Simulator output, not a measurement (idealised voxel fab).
Documented hereafter: the process module known as voxel transistor to metal.
We display cut, a cross-section 300 nm in width whose square cells are each 5 nm.
In what follows, cross-sections appear as grids of square cells, described through bands that run from the top down, where every band is one or more rows of cells.
Per band: top height and bottom height in nm, followed by the left-to-right materials and their widths in nm; "edge to edge" marks a single material spanning edge to edge, "blank" marks empty space.
Heights from 0 (as-received wafer is one material below). Bottom band endless downward, as "top 0, no bottom".
Per-row width for "30 to 40": begins at first number (top row of band), ends at second number (bottom row), increment between rows held constant.
Basically "all unchanged" means that step didn't change any cell in the cross-section.
Empty spaces counting at least 8 cells and having no open way to the top are listed in "Trapped void list". The notation width x height at distance is used for each, the distance being from the left edge and all three values in nm.
Note: text after step settings on the step line = simulator remark on that step.
overlay nm: where the mask lay relative to plan, measured to the right, on steps with a mask; negatives go left.
Note on reading: below, each pair holds a cross-section from before one process step and one from after it; the one from after shows only down to the lowest band that changed. Beneath the pair, the step in between is stated along with its settings. The pairs can stem from different runs of this module on the same starting wafer. Where a pair's entry headed "State before" says so, and only there, that pair continues from the pair above it.
## State before
> top 35, bottom 25: 35 nm aC  15 nm blank  65 nm aC  15 nm blank  40 nm aC  15 nm blank  65 nm aC  15 nm blank  35 nm aC
> top 25, bottom 15: SiO2 edge to edge
> top 15, bottom 0: 65 nm SiO2  5 nm SiN  5 nm HfO2  5 nm TiN  5 nm W  5 nm TiN  5 nm HfO2  5 nm SiN  100 nm SiO2  5 nm SiN  5 nm HfO2  5 nm TiN  5 nm W  5 nm TiN  5 nm HfO2  5 nm SiN  65 nm SiO2
> top 0, bottom -5: 65 nm SiO2  5 nm SiN  5 nm HfO2  15 nm TiN  5 nm HfO2  5 nm SiN  100 nm SiO2  5 nm SiN  5 nm HfO2  15 nm TiN  5 nm HfO2  5 nm SiN  65 nm SiO2
> top -5, bottom -10: 65 nm SiO2  35 nm HfO2  100 nm SiO2  35 nm HfO2  65 nm SiO2
> top -10, bottom -20: SiO2 edge to edge
> top -20, bottom -35: 30 nm SiO2  105 nm Si  30 nm SiO2  105 nm Si  30 nm SiO2
> top -35, no bottom: Si edge to edge
> Trapped void list: none
## Cut View, Post-Step
> top 35, bottom 25: 35 nm aC  15 nm blank  65 nm aC  15 nm blank  40 nm aC  15 nm blank  65 nm aC  15 nm blank  35 nm aC
> top 25, bottom 15: 35 nm SiO2  15 nm blank  65 nm SiO2  15 nm blank  40 nm SiO2  15 nm blank  65 nm SiO2  15 nm blank  35 nm SiO2
> top 15, bottom 0: 35 nm SiO2  15 nm blank  15 nm SiO2  5 nm SiN  5 nm HfO2  5 nm TiN  5 nm W  5 nm TiN  5 nm HfO2  5 nm SiN  15 nm SiO2  15 nm blank  40 nm SiO2  15 nm blank  15 nm SiO2  5 nm SiN  5 nm HfO2  5 nm TiN  5 nm W  5 nm TiN  5 nm HfO2  5 nm SiN  15 nm SiO2  15 nm blank  35 nm SiO2
> top 0, bottom -5: 35 nm SiO2  15 nm blank  15 nm SiO2  5 nm SiN  5 nm HfO2  15 nm TiN  5 nm HfO2  5 nm SiN  15 nm SiO2  15 nm blank  40 nm SiO2  15 nm blank  15 nm SiO2  5 nm SiN  5 nm HfO2  15 nm TiN  5 nm HfO2  5 nm SiN  15 nm SiO2  15 nm blank  35 nm SiO2
> top -5, bottom -10: 35 nm SiO2  15 nm blank  15 nm SiO2  35 nm HfO2  15 nm SiO2  15 nm blank  40 nm SiO2  15 nm blank  15 nm SiO2  35 nm HfO2  15 nm SiO2  15 nm blank  35 nm SiO2
> Beneath the level -10, the cross-section is identical to its previous state.
> Trapped void list: none
It is this step that lies between the two cross-sections above: DIRECTIONAL_ETCH,etch materials SiO2,depth nm 35
State before: identical to the post-step cross-section of the immediately preceding pair.
## Cut View, Post-Step
> top 25, bottom 15: 35 nm SiO2  15 nm blank  65 nm SiO2  15 nm blank  40 nm SiO2  15 nm blank  65 nm SiO2  15 nm blank  35 nm SiO2
> Beneath the level 15, the cross-section is identical to its previous state.
> Trapped void list: none
It is this step that lies between the two cross-sections above: STRIP,etch materials aC
State before: identical to the post-step cross-section of the immediately preceding pair.
## Cut View, Post-Step
> top 30, bottom 25: 40 nm TiN  5 nm blank  75 nm TiN  5 nm blank  50 nm TiN  5 nm blank  75 nm TiN  5 nm blank  40 nm TiN
> top 25, bottom 15: 35 nm SiO2  5 nm TiN  5 nm blank  5 nm TiN  65 nm SiO2  5 nm TiN  5 nm blank  5 nm TiN  40 nm SiO2  5 nm TiN  5 nm blank  5 nm TiN  65 nm SiO2  5 nm TiN  5 nm blank  5 nm TiN  35 nm SiO2
> top 15, bottom 0: 35 nm SiO2  5 nm TiN  5 nm blank  5 nm TiN  15 nm SiO2  5 nm SiN  5 nm HfO2  5 nm TiN  5 nm W  5 nm TiN  5 nm HfO2  5 nm SiN  15 nm SiO2  5 nm TiN  5 nm blank  5 nm TiN  40 nm SiO2  5 nm TiN  5 nm blank  5 nm TiN  15 nm SiO2  5 nm SiN  5 nm HfO2  5 nm TiN  5 nm W  5 nm TiN  5 nm HfO2  5 nm SiN  15 nm SiO2  5 nm TiN  5 nm blank  5 nm TiN  35 nm SiO2
> top 0, bottom -5: 35 nm SiO2  5 nm TiN  5 nm blank  5 nm TiN  15 nm SiO2  5 nm SiN  5 nm HfO2  15 nm TiN  5 nm HfO2  5 nm SiN  15 nm SiO2  5 nm TiN  5 nm blank  5 nm TiN  40 nm SiO2  5 nm TiN  5 nm blank  5 nm TiN  15 nm SiO2  5 nm SiN  5 nm HfO2  15 nm TiN  5 nm HfO2  5 nm SiN  15 nm SiO2  5 nm TiN  5 nm blank  5 nm TiN  35 nm SiO2
> top -5, bottom -10: 35 nm SiO2  15 nm TiN  15 nm SiO2  35 nm HfO2  15 nm SiO2  15 nm TiN  40 nm SiO2  15 nm TiN  15 nm SiO2  35 nm HfO2  15 nm SiO2  15 nm TiN  35 nm SiO2
> Beneath the level -10, the cross-section is identical to its previous state.
> Trapped void list: none
It is this step that lies between the two cross-sections above: CONFORMAL_DEP,material TiN,thk nm 5
State before: identical to the post-step cross-section of the immediately preceding pair.
## Cut View, Post-Step
> top 40, bottom 30: W edge to edge
> top 30, bottom 25: 40 nm TiN  5 nm W  75 nm TiN  5 nm W  50 nm TiN  5 nm W  75 nm TiN  5 nm W  40 nm TiN
> top 25, bottom 15: 35 nm SiO2  5 nm TiN  5 nm W  5 nm TiN  65 nm SiO2  5 nm TiN  5 nm W  5 nm TiN  40 nm SiO2  5 nm TiN  5 nm W  5 nm TiN  65 nm SiO2  5 nm TiN  5 nm W  5 nm TiN  35 nm SiO2
> top 15, bottom 0: 35 nm SiO2  5 nm TiN  5 nm W  5 nm TiN  15 nm SiO2  5 nm SiN  5 nm HfO2  5 nm TiN  5 nm W  5 nm TiN  5 nm HfO2  5 nm SiN  15 nm SiO2  5 nm TiN  5 nm W  5 nm TiN  40 nm SiO2  5 nm TiN  5 nm W  5 nm TiN  15 nm SiO2  5 nm SiN  5 nm HfO2  5 nm TiN  5 nm W  5 nm TiN  5 nm HfO2  5 nm SiN  15 nm SiO2  5 nm TiN  5 nm W  5 nm TiN  35 nm SiO2
> top 0, bottom -5: 35 nm SiO2  5 nm TiN  5 nm W  5 nm TiN  15 nm SiO2  5 nm SiN  5 nm HfO2  15 nm TiN  5 nm HfO2  5 nm SiN  15 nm SiO2  5 nm TiN  5 nm W  5 nm TiN  40 nm SiO2  5 nm TiN  5 nm W  5 nm TiN  15 nm SiO2  5 nm SiN  5 nm HfO2  15 nm TiN  5 nm HfO2  5 nm SiN  15 nm SiO2  5 nm TiN  5 nm W  5 nm TiN  35 nm SiO2
> Beneath the level -5, the cross-section is identical to its previous state.
> Trapped void list: none
It is this step that lies between the two cross-sections above: FILL_DEP,material W,thk nm 10
State before: identical to the post-step cross-section of the immediately preceding pair.
## Cut View, Post-Step
> top 25, bottom 15: 35 nm SiO2  5 nm TiN  5 nm W  5 nm TiN  65 nm SiO2  5 nm TiN  5 nm W  5 nm TiN  40 nm SiO2  5 nm TiN  5 nm W  5 nm TiN  65 nm SiO2  5 nm TiN  5 nm W  5 nm TiN  35 nm SiO2
> Beneath the level 15, the cross-section is identical to its previous state.
> Trapped void list: none
It is this step that lies between the two cross-sections above: CMP,height nm 25
State before: identical to the post-step cross-section of the immediately preceding pair.
## Cut View, Post-Step
> top 30, bottom 25: SiN edge to edge
> Beneath the level 25, the cross-section is identical to its previous state.
> Trapped void list: none
It is this step that lies between the two cross-sections above: CONFORMAL_DEP,material SiN,thk nm 5
State before: identical to the post-step cross-section of the immediately preceding pair.
## Cut View, Post-Step
> top 50, bottom 30: lowk edge to edge
> Beneath the level 30, the cross-section is identical to its previous state.
> Trapped void list: none
It is this step that lies between the two cross-sections above: DIRECTIONAL_DEP,material lowk,thk nm 20
State before: identical to the post-step cross-section of the immediately preceding pair.
## Cut View, Post-Step
> top 50, bottom 30: 35 nm lowk  15 nm blank  65 nm lowk  15 nm blank  40 nm lowk  15 nm blank  65 nm lowk  15 nm blank  35 nm lowk
> Beneath the level 30, the cross-section is identical to its previous state.
> Trapped void list: none
It is this step that lies between the two cross-sections above: MASKED_ETCH,tone open,mask id METAL_1,width nm 15,etch materials lowk,depth nm 20,overlay nm 0
State before: identical to the post-step cross-section of the immediately preceding pair.
## Cut View, Post-Step
> top 50, bottom 30: 35 nm lowk  15 nm blank  65 nm lowk  15 nm blank  40 nm lowk  15 nm blank  65 nm lowk  15 nm blank  35 nm lowk
> top 30, bottom 25: 35 nm SiN  15 nm blank  65 nm SiN  15 nm blank  40 nm SiN  15 nm blank  65 nm SiN  15 nm blank  35 nm SiN
> Beneath the level 25, the cross-section is identical to its previous state.
> Trapped void list: none
It is this step that lies between the two cross-sections above: MASKED_ETCH,tone open,mask id METAL_1,width nm 15,etch materials SiN,depth nm 5,overlay nm 0
State before: identical to the post-step cross-section of the immediately preceding pair.
## Cut View, Post-Step
> top 55, bottom 50: 40 nm TiN  5 nm blank  75 nm TiN  5 nm blank  50 nm TiN  5 nm blank  75 nm TiN  5 nm blank  40 nm TiN
> top 50, bottom 30: 35 nm lowk  5 nm TiN  5 nm blank  5 nm TiN  65 nm lowk  5 nm TiN  5 nm blank  5 nm TiN  40 nm lowk  5 nm TiN  5 nm blank  5 nm TiN  65 nm lowk  5 nm TiN  5 nm blank  5 nm TiN  35 nm lowk
> top 30, bottom 25: 35 nm SiN  15 nm TiN  65 nm SiN  15 nm TiN  40 nm SiN  15 nm TiN  65 nm SiN  15 nm TiN  35 nm SiN
> Beneath the level 25, the cross-section is identical to its previous state.
> Trapped void list: none
It is this step that lies between the two cross-sections above: CONFORMAL_DEP,material TiN,thk nm 5
State before: identical to the post-step cross-section of the immediately preceding pair.
## Cut View, Post-Step
> top 60, bottom 55: W edge to edge
> top 55, bottom 50: 40 nm TiN  5 nm W  75 nm TiN  5 nm W  50 nm TiN  5 nm W  75 nm TiN  5 nm W  40 nm TiN
> top 50, bottom 30: 35 nm lowk  5 nm TiN  5 nm W  5 nm TiN  65 nm lowk  5 nm TiN  5 nm W  5 nm TiN  40 nm lowk  5 nm TiN  5 nm W  5 nm TiN  65 nm lowk  5 nm TiN  5 nm W  5 nm TiN  35 nm lowk
> Beneath the level 30, the cross-section is identical to its previous state.
> Trapped void list: none
It is this step that lies between the two cross-sections above: FILL_DEP,material W,thk nm 5
State before: identical to the post-step cross-section of the immediately preceding pair.
## Cut View, Post-Step
> top 50, bottom 30: 35 nm lowk  5 nm TiN  5 nm W  5 nm TiN  65 nm lowk  5 nm TiN  5 nm W  5 nm TiN  40 nm lowk  5 nm TiN  5 nm W  5 nm TiN  65 nm lowk  5 nm TiN  5 nm W  5 nm TiN  35 nm lowk
> Beneath the level 30, the cross-section is identical to its previous state.
> Trapped void list: none
It is this step that lies between the two cross-sections above: CMP,height nm 50
State before: identical to the post-step cross-section of the immediately preceding pair.
## Cut View, Post-Step
> top 55, bottom 50: SiCN edge to edge
> Beneath the level 50, the cross-section is identical to its previous state.
> Trapped void list: none
It is this step that lies between the two cross-sections above: CONFORMAL_DEP,material SiCN,thk nm 5
State before: identical to the post-step cross-section of the immediately preceding pair.
## Cut View, Post-Step
> top 85, bottom 55: lowk edge to edge
> Beneath the level 55, the cross-section is identical to its previous state.
> Trapped void list: none
It is this step that lies between the two cross-sections above: DIRECTIONAL_DEP,material lowk,thk nm 30
State before: identical to the post-step cross-section of the immediately preceding pair.
## Cut View, Post-Step
> top 105, bottom 85: 35 nm resist  15 nm blank  120 nm resist  15 nm blank  115 nm resist
> Beneath the level 85, the cross-section is identical to its previous state.
> Trapped void list: none
It is this step that lies between the two cross-sections above: PATTERN,tone open,mask id METAL_2,material resist,width nm 15,pitch nm 135,thk nm 20,overlay nm 0
State before: identical to the post-step cross-section of the immediately preceding pair.
## Cut View, Post-Step
> top 105, bottom 85: 35 nm resist  15 nm blank  120 nm resist  15 nm blank  115 nm resist
> top 85, bottom 65: 35 nm lowk  15 nm blank  120 nm lowk  15 nm blank  115 nm lowk
> Beneath the level 65, the cross-section is identical to its previous state.
> Trapped void list: none
It is this step that lies between the two cross-sections above: DIRECTIONAL_ETCH,etch materials lowk,depth nm 20
State before: identical to the post-step cross-section of the immediately preceding pair.
## Cut View, Post-Step
> top 85, bottom 65: 35 nm lowk  15 nm blank  120 nm lowk  15 nm blank  115 nm lowk
> Beneath the level 65, the cross-section is identical to its previous state.
> Trapped void list: none
It is this step that lies between the two cross-sections above: STRIP,etch materials resist
State before: identical to the post-step cross-section of the immediately preceding pair.
## Cut View, Post-Step
> top 105, bottom 85: 35 nm resist  15 nm blank  120 nm resist  15 nm blank  115 nm resist
> Beneath the level 85, the cross-section is identical to its previous state.
> Trapped void list: none
It is this step that lies between the two cross-sections above: PATTERN,tone open,mask id METAL_2_HOLES,material resist,width nm 15,pitch nm 135,thk nm 20,overlay nm 0
State before: identical to the post-step cross-section of the immediately preceding pair.
## Cut View, Post-Step
> top 105, bottom 85: 35 nm resist  15 nm blank  120 nm resist  15 nm blank  115 nm resist
> top 85, bottom 55: 35 nm lowk  15 nm blank  120 nm lowk  15 nm blank  115 nm lowk
> Beneath the level 55, the cross-section is identical to its previous state.
> Trapped void list: none
It is this step that lies between the two cross-sections above: DIRECTIONAL_ETCH,etch materials lowk,depth nm 10
State before: identical to the post-step cross-section of the immediately preceding pair.
## Cut View, Post-Step
> top 105, bottom 85: 35 nm resist  15 nm blank  120 nm resist  15 nm blank  115 nm resist
> top 85, bottom 55: 35 nm lowk  15 nm blank  120 nm lowk  15 nm blank  115 nm lowk
> top 55, bottom 50: 35 nm SiCN  15 nm blank  120 nm SiCN  15 nm blank  115 nm SiCN
> Beneath the level 50, the cross-section is identical to its previous state.
> Trapped void list: none
It is this step that lies between the two cross-sections above: DIRECTIONAL_ETCH,etch materials SiCN,depth nm 5
State before: identical to the post-step cross-section of the immediately preceding pair.
## Cut View, Post-Step
> top 85, bottom 55: 35 nm lowk  15 nm blank  120 nm lowk  15 nm blank  115 nm lowk
> Beneath the level 55, the cross-section is identical to its previous state.
> Trapped void list: none
It is this step that lies between the two cross-sections above: STRIP,etch materials resist
State before: identical to the post-step cross-section of the immediately preceding pair.
## Cut View, Post-Step
> top 90, bottom 85: 40 nm TiN  5 nm blank  130 nm TiN  5 nm blank  120 nm TiN
> top 85, bottom 55: 35 nm lowk  5 nm TiN  5 nm blank  5 nm TiN  120 nm lowk  5 nm TiN  5 nm blank  5 nm TiN  115 nm lowk
> top 55, bottom 50: 35 nm SiCN  15 nm TiN  120 nm SiCN  15 nm TiN  115 nm SiCN
> Beneath the level 50, the cross-section is identical to its previous state.
> Trapped void list: none
It is this step that lies between the two cross-sections above: CONFORMAL_DEP,material TiN,thk nm 5
State before: identical to the post-step cross-section of the immediately preceding pair.
## Cut View, Post-Step
> top 95, bottom 90: Ru edge to edge
> top 90, bottom 85: 40 nm TiN  5 nm Ru  130 nm TiN  5 nm Ru  120 nm TiN
> top 85, bottom 55: 35 nm lowk  5 nm TiN  5 nm Ru  5 nm TiN  120 nm lowk  5 nm TiN  5 nm Ru  5 nm TiN  115 nm lowk
> Beneath the level 55, the cross-section is identical to its previous state.
> Trapped void list: none
It is this step that lies between the two cross-sections above: FILL_DEP,material Ru,thk nm 5
State before: identical to the post-step cross-section of the immediately preceding pair.
## Cut View, Post-Step
> top 85, bottom 55: 35 nm lowk  5 nm TiN  5 nm Ru  5 nm TiN  120 nm lowk  5 nm TiN  5 nm Ru  5 nm TiN  115 nm lowk
> Beneath the level 55, the cross-section is identical to its previous state.
> Trapped void list: none
It is this step that lies between the two cross-sections above: CMP,height nm 85
State before: identical to the post-step cross-section of the immediately preceding pair.
## Cut View, Post-Step
> top 90, bottom 85: SiCN edge to edge
> Beneath the level 85, the cross-section is identical to its previous state.
> Trapped void list: none
It is this step that lies between the two cross-sections above: CONFORMAL_DEP,material SiCN,thk nm 5
## State before
> top 25, bottom 10: aC edge to edge
> top 10, bottom 0: SiN edge to edge
> top 0, bottom -5: SiO2 edge to edge
> top -5, no bottom: Si edge to edge
> Trapped void list: none
## Cut View, Post-Step
> top 60, bottom 25: 35 nm blank  100 nm resist  35 nm blank  100 nm resist  30 nm blank
> Beneath the level 25, the cross-section is identical to its previous state.
> Trapped void list: none
It is this step that lies between the two cross-sections above: PATTERN,tone cover,mask id ACTIVE,material resist,width nm 100,pitch nm 135,thk nm 35,overlay nm 0
State before: identical to the post-step cross-section of the immediately preceding pair.
## Cut View, Post-Step
> top 45, bottom 25: 35 nm blank  100 nm resist  35 nm blank  100 nm resist  30 nm blank
> top 25, bottom 10: 35 nm blank  100 nm aC  35 nm blank  100 nm aC  30 nm blank
> Beneath the level 10, the cross-section is identical to its previous state.
> Trapped void list: none
It is this step that lies between the two cross-sections above: DIRECTIONAL_ETCH,etch materials aC,depth nm 15
State before: identical to the post-step cross-section of the immediately preceding pair.
## Cut View, Post-Step
> top 25, bottom 10: 35 nm blank  100 nm aC  35 nm blank  100 nm aC  30 nm blank
> Beneath the level 10, the cross-section is identical to its previous state.
> Trapped void list: none
It is this step that lies between the two cross-sections above: STRIP,etch materials resist
State before: identical to the post-step cross-section of the immediately preceding pair.
## Cut View, Post-Step
> top 25, bottom 10: 35 nm blank  100 nm aC  35 nm blank  100 nm aC  30 nm blank
> top 10, bottom 0: 35 nm blank  100 nm SiN  35 nm blank  100 nm SiN  30 nm blank
> Beneath the level 0, the cross-section is identical to its previous state.
> Trapped void list: none
It is this step that lies between the two cross-sections above: DIRECTIONAL_ETCH,etch materials SiN,depth nm 10
State before: identical to the post-step cross-section of the immediately preceding pair.
## Cut View, Post-Step
> top 25, bottom 10: 35 nm blank  100 nm aC  35 nm blank  100 nm aC  30 nm blank
> top 10, bottom 0: 35 nm blank  100 nm SiN  35 nm blank  100 nm SiN  30 nm blank
> top 0, bottom -5: 35 nm blank  100 nm SiO2  35 nm blank  100 nm SiO2  30 nm blank
> Beneath the level -5, the cross-section is identical to its previous state.
> Trapped void list: none
It is this step that lies between the two cross-sections above: DIRECTIONAL_ETCH,etch materials SiO2,depth nm 5
State before: identical to the post-step cross-section of the immediately preceding pair.
## Cut View, Post-Step
> top 25, bottom 10: 35 nm blank  100 nm aC  35 nm blank  100 nm aC  30 nm blank
> top 10, bottom 0: 35 nm blank  100 nm SiN  35 nm blank  100 nm SiN  30 nm blank
> top 0, bottom -5: 35 nm blank  100 nm SiO2  35 nm blank  100 nm SiO2  30 nm blank
> top -5, bottom -35: 35 nm blank  100 nm Si  35 nm blank  100 nm Si  30 nm blank
> Beneath the level -35, the cross-section is identical to its previous state.
> Trapped void list: none
It is this step that lies between the two cross-sections above: DIRECTIONAL_ETCH,etch materials Si,depth nm 30
State before: identical to the post-step cross-section of the immediately preceding pair.
## Cut View, Post-Step
> top 10, bottom 0: 35 nm blank  100 nm SiN  35 nm blank  100 nm SiN  30 nm blank
> Beneath the level 0, the cross-section is identical to its previous state.
> Trapped void list: none
It is this step that lies between the two cross-sections above: STRIP,etch materials aC
State before: identical to the post-step cross-section of the immediately preceding pair.
## Cut View, Post-Step
> top 25, bottom 10: SiO2 edge to edge
> top 10, bottom 0: 35 nm SiO2  100 nm SiN  35 nm SiO2  100 nm SiN  30 nm SiO2
> top 0, bottom -5: SiO2 edge to edge
> top -5, bottom -35: 35 nm SiO2  100 nm Si  35 nm SiO2  100 nm Si  30 nm SiO2
> Beneath the level -35, the cross-section is identical to its previous state.
> Trapped void list: none
It is this step that lies between the two cross-sections above: FILL_DEP,material SiO2,thk nm 15
State before: identical to the post-step cross-section of the immediately preceding pair.
## Cut View, Post-Step
> top 10, bottom 0: 35 nm SiO2  100 nm SiN  35 nm SiO2  100 nm SiN  30 nm SiO2
> Beneath the level 0, the cross-section is identical to its previous state.
> Trapped void list: none
It is this step that lies between the two cross-sections above: CMP,height nm 10
State before: identical to the post-step cross-section of the immediately preceding pair.
## Cut View, Post-Step
> top 10, bottom 0: 35 nm blank  100 nm SiN  35 nm blank  100 nm SiN  30 nm blank
> Beneath the level 0, the cross-section is identical to its previous state.
> Trapped void list: none
It is this step that lies between the two cross-sections above: SELECTIVE_ETCH,etch materials SiO2,depth nm 10
State before: identical to the post-step cross-section of the immediately preceding pair.
## Cut View, Post-Step
> top 0, bottom -5: SiO2 edge to edge
> Beneath the level -5, the cross-section is identical to its previous state.
> Trapped void list: none
It is this step that lies between the two cross-sections above: STRIP,etch materials SiN
State before: identical to the post-step cross-section of the immediately preceding pair.
## Cut View, Post-Step
> top -5, bottom -35: 35 nm SiO2  100 nm Si  35 nm SiO2  100 nm Si  30 nm SiO2
> Beneath the level -35, the cross-section is identical to its previous state.
> Trapped void list: none
It is this step that lies between the two cross-sections above: SELECTIVE_ETCH,etch materials SiO2,depth nm 5
State before: identical to the post-step cross-section of the immediately preceding pair.
## Cut View, Post-Step
> top -5, bottom -10: SiO2 edge to edge
> Beneath the level -10, the cross-section is identical to its previous state.
> Trapped void list: none
It is this step that lies between the two cross-sections above: OXIDIZE,depth nm 5
State before: identical to the post-step cross-section of the immediately preceding pair.
## Cut View, Post-Step
> top 20, bottom -5: polySi edge to edge
> Beneath the level -5, the cross-section is identical to its previous state.
> Trapped void list: none
It is this step that lies between the two cross-sections above: DIRECTIONAL_DEP,material polySi,thk nm 25
State before: identical to the post-step cross-section of the immediately preceding pair.
## Cut View, Post-Step
> top 35, bottom 20: SiCN edge to edge
> Beneath the level 20, the cross-section is identical to its previous state.
> Trapped void list: none
It is this step that lies between the two cross-sections above: DIRECTIONAL_DEP,material SiCN,thk nm 15
State before: identical to the post-step cross-section of the immediately preceding pair.
## Cut View, Post-Step
> top 35, bottom 20: 70 nm blank  25 nm SiCN  110 nm blank  25 nm SiCN  70 nm blank
> Beneath the level 20, the cross-section is identical to its previous state.
> Trapped void list: none
It is this step that lies between the two cross-sections above: MASKED_ETCH,tone cover,mask id GATE,width nm 25,pitch nm 135,etch materials SiCN,depth nm 25,overlay nm 0
State before: identical to the post-step cross-section of the immediately preceding pair.
## Cut View, Post-Step
> top 35, bottom 20: 70 nm blank  25 nm SiCN  110 nm blank  25 nm SiCN  70 nm blank
> top 20, bottom -5: 70 nm blank  25 nm polySi  110 nm blank  25 nm polySi  70 nm blank
> Beneath the level -5, the cross-section is identical to its previous state.
> Trapped void list: none
It is this step that lies between the two cross-sections above: MASKED_ETCH,tone cover,mask id GATE,width nm 25,pitch nm 135,etch materials polySi,depth nm 35,overlay nm 0
State before: identical to the post-step cross-section of the immediately preceding pair.
## Cut View, Post-Step
> top 40, bottom 35: 65 nm blank  35 nm SiN  100 nm blank  35 nm SiN  65 nm blank
> top 35, bottom 20: 65 nm blank  5 nm SiN  25 nm SiCN  5 nm SiN  100 nm blank  5 nm SiN  25 nm SiCN  5 nm SiN  65 nm blank
> top 20, bottom 0: 65 nm blank  5 nm SiN  25 nm polySi  5 nm SiN  100 nm blank  5 nm SiN  25 nm polySi  5 nm SiN  65 nm blank
> top 0, bottom -5: 70 nm SiN  25 nm polySi  110 nm SiN  25 nm polySi  70 nm SiN
> Beneath the level -5, the cross-section is identical to its previous state.
> Trapped void list: none
It is this step that lies between the two cross-sections above: CONFORMAL_DEP,material SiN,thk nm 5
State before: identical to the post-step cross-section of the immediately preceding pair.
## Cut View, Post-Step
> top 35, bottom 20: 65 nm blank  5 nm SiN  25 nm SiCN  5 nm SiN  100 nm blank  5 nm SiN  25 nm SiCN  5 nm SiN  65 nm blank
> top 20, bottom -5: 65 nm blank  5 nm SiN  25 nm polySi  5 nm SiN  100 nm blank  5 nm SiN  25 nm polySi  5 nm SiN  65 nm blank
> Beneath the level -5, the cross-section is identical to its previous state.
> Trapped void list: none
It is this step that lies between the two cross-sections above: DIRECTIONAL_ETCH,etch materials SiN,depth nm 5
State before: identical to the post-step cross-section of the immediately preceding pair.
## Cut View, Post-Step
> top 35, bottom 20: 65 nm blank  5 nm SiN  25 nm SiCN  5 nm SiN  100 nm blank  5 nm SiN  25 nm SiCN  5 nm SiN  65 nm blank
> top 20, bottom -5: 65 nm blank  5 nm SiN  25 nm polySi  5 nm SiN  100 nm blank  5 nm SiN  25 nm polySi  5 nm SiN  65 nm blank
> top -5, bottom -10: 65 nm blank  35 nm SiO2  100 nm blank  35 nm SiO2  65 nm blank
> Beneath the level -10, the cross-section is identical to its previous state.
> Trapped void list: none
It is this step that lies between the two cross-sections above: DIRECTIONAL_ETCH,etch materials SiO2,depth nm 5
State before: identical to the post-step cross-section of the immediately preceding pair.
## Cut View, Post-Step
> top 35, bottom 20: 65 nm blank  5 nm SiN  25 nm SiCN  5 nm SiN  100 nm blank  5 nm SiN  25 nm SiCN  5 nm SiN  65 nm blank
> top 20, bottom -5: 65 nm blank  5 nm SiN  25 nm polySi  5 nm SiN  100 nm blank  5 nm SiN  25 nm polySi  5 nm SiN  65 nm blank
> top -5, bottom -10: 65 nm blank  35 nm SiO2  100 nm blank  35 nm SiO2  65 nm blank
> top -10, bottom -25: 35 nm SiO2  30 nm blank  35 nm Si  35 nm blank  35 nm SiO2  30 nm blank  35 nm Si  35 nm blank  30 nm SiO2
> Beneath the level -25, the cross-section is identical to its previous state.
> Trapped void list: none
It is this step that lies between the two cross-sections above: DIRECTIONAL_ETCH,etch materials Si,depth nm 15
State before: identical to the post-step cross-section of the immediately preceding pair.
## Cut View, Post-Step
> top 35, bottom 20: 65 nm blank  5 nm SiN  25 nm SiCN  5 nm SiN  100 nm blank  5 nm SiN  25 nm SiCN  5 nm SiN  65 nm blank
> top 20, bottom 5: 65 nm blank  5 nm SiN  25 nm polySi  5 nm SiN  100 nm blank  5 nm SiN  25 nm polySi  5 nm SiN  65 nm blank
> top 5, bottom -5: 50 nm blank  15 nm SiGe  5 nm SiN  25 nm polySi  5 nm SiN  15 nm SiGe  70 nm blank  15 nm SiGe  5 nm SiN  25 nm polySi  5 nm SiN  15 nm SiGe  50 nm blank
> top -5, bottom -10: 50 nm blank  15 nm SiGe  35 nm SiO2  15 nm SiGe  70 nm blank  15 nm SiGe  35 nm SiO2  15 nm SiGe  50 nm blank
> top -10, bottom -25: 35 nm SiO2  30 nm SiGe  35 nm Si  35 nm SiGe  35 nm SiO2  30 nm SiGe  35 nm Si  35 nm SiGe  30 nm SiO2
> Beneath the level -25, the cross-section is identical to its previous state.
> Trapped void list: none
It is this step that lies between the two cross-sections above: EPI,material SiGe,thk nm 15
State before: identical to the post-step cross-section of the immediately preceding pair.
## Cut View, Post-Step
> top 45, bottom 35: SiO2 edge to edge
> top 35, bottom 20: 65 nm SiO2  5 nm SiN  25 nm SiCN  5 nm SiN  100 nm SiO2  5 nm SiN  25 nm SiCN  5 nm SiN  65 nm SiO2
> top 20, bottom 5: 65 nm SiO2  5 nm SiN  25 nm polySi  5 nm SiN  100 nm SiO2  5 nm SiN  25 nm polySi  5 nm SiN  65 nm SiO2
> top 5, bottom -5: 50 nm SiO2  15 nm SiGe  5 nm SiN  25 nm polySi  5 nm SiN  15 nm SiGe  70 nm SiO2  15 nm SiGe  5 nm SiN  25 nm polySi  5 nm SiN  15 nm SiGe  50 nm SiO2
> top -5, bottom -10: 50 nm SiO2  15 nm SiGe  35 nm SiO2  15 nm SiGe  70 nm SiO2  15 nm SiGe  35 nm SiO2  15 nm SiGe  50 nm SiO2
> Beneath the level -10, the cross-section is identical to its previous state.
> Trapped void list: none
It is this step that lies between the two cross-sections above: FILL_DEP,material SiO2,thk nm 10
State before: identical to the post-step cross-section of the immediately preceding pair.
## Cut View, Post-Step
> top 20, bottom 5: 65 nm SiO2  5 nm SiN  25 nm polySi  5 nm SiN  100 nm SiO2  5 nm SiN  25 nm polySi  5 nm SiN  65 nm SiO2
> Beneath the level 5, the cross-section is identical to its previous state.
> Trapped void list: none
It is this step that lies between the two cross-sections above: CMP,height nm 20
State before: identical to the post-step cross-section of the immediately preceding pair.
## Cut View, Post-Step
> top 20, bottom 5: 65 nm SiO2  5 nm SiN  25 nm blank  5 nm SiN  100 nm SiO2  5 nm SiN  25 nm blank  5 nm SiN  65 nm SiO2
> top 5, bottom -5: 50 nm SiO2  15 nm SiGe  5 nm SiN  25 nm blank  5 nm SiN  15 nm SiGe  70 nm SiO2  15 nm SiGe  5 nm SiN  25 nm blank  5 nm SiN  15 nm SiGe  50 nm SiO2
> Beneath the level -5, the cross-section is identical to its previous state.
> Trapped void list: none
It is this step that lies between the two cross-sections above: STRIP,etch materials polySi
State before: identical to the post-step cross-section of the immediately preceding pair.
## Cut View, Post-Step
> top 20, bottom 15: 65 nm blank  5 nm SiN  25 nm blank  5 nm SiN  100 nm blank  5 nm SiN  25 nm blank  5 nm SiN  65 nm blank
> top 15, bottom 5: 65 nm SiO2  5 nm SiN  25 nm blank  5 nm SiN  100 nm SiO2  5 nm SiN  25 nm blank  5 nm SiN  65 nm SiO2
> top 5, bottom -5: 50 nm SiO2  15 nm SiGe  5 nm SiN  25 nm blank  5 nm SiN  15 nm SiGe  70 nm SiO2  15 nm SiGe  5 nm SiN  25 nm blank  5 nm SiN  15 nm SiGe  50 nm SiO2
> top -5, bottom -10: 50 nm SiO2  15 nm SiGe  35 nm blank  15 nm SiGe  70 nm SiO2  15 nm SiGe  35 nm blank  15 nm SiGe  50 nm SiO2
> Beneath the level -10, the cross-section is identical to its previous state.
> Trapped void list: none
It is this step that lies between the two cross-sections above: SELECTIVE_ETCH,etch materials SiO2,depth nm 5
